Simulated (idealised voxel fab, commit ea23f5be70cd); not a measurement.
process module | voxel double patterning
The figure presents cross-section cut, which has a width of 195 nm and is divided into square cells with an edge length of 5 nm.
Each cross-section below is a grid of square cells, stated as bands in top-down order, with one or more rows of cells making up each band.
Heights first: top, then bottom, in nm. Then materials, left to right, each with a width in nm. "throughout" on a single material: fills the band edge to edge. "air": empty space.
Heights are reckoned from 0. Under this level, the received wafer is all of one material. The bottommost band is open-ended downward, for example "0 down".
Width "30..40": first value at the band's top row of cells, second value at its bottom row, equal change from row to row.
You'll sometimes find "left unchanged" written for a step, and that's the way of saying that nowhere in the cross-section did a cell change during that step.
Any empty space of 8 cells or more lacking an open way to the top shows up in "Enclosed cavity list" as width x height at distance, distance from the left edge, in nm.
Where a step's line continues beyond its settings, the continuation is a remark by the simulator itself on that step.
What "overlay nm" on a step's line means: if the step has a mask, that mask lay this far to the right of its planned place, or, when the value is negative, to the left.
# These are the steps we planned for the process
1 RECEIVE: material Si
2 CONFORMAL_DEP: material SiO2, thk nm 5
3 DIRECTIONAL_DEP: material polySi, thk nm 10
4 DIRECTIONAL_DEP: material SiCN, thk nm 10
5 MASKED_ETCH: tone open, mask id FIRST, width nm 15, pitch nm 50, etch materials SiCN, depth nm 10, overlay nm 0
6 PATTERN: tone open, mask id SECOND, material resist, width nm 15, thk nm 15, overlay nm 0
7 DIRECTIONAL_ETCH: etch materials SiCN, depth nm 10
8 STRIP: etch materials resist
9 DIRECTIONAL_ETCH: etch materials polySi, depth nm 10
10 STRIP: etch materials SiCN
# Wafer cross-section on receipt, i.e. after step 1
	0 down = Si throughout
	Enclosed cavity list: none
# Figure: cross-sectional view of the wafer upon completion of the module, processed from the initial state and according to the plan depicted above, with one error introduced during execution
	25 to 15 = SiCN (65) / air (15) / SiCN (10) / air (15) / SiCN (10) / air (15) / SiCN (65)
	15 to 5 = polySi (65) / air (15) / polySi (10) / air (15) / polySi (10) / air (15) / polySi (65)
	5 to 0 = SiO2 throughout
	0 down = Si throughout
	Enclosed cavity list: none
Where did the run depart from the plan? step 10 was dropped from the plan's execution and never run
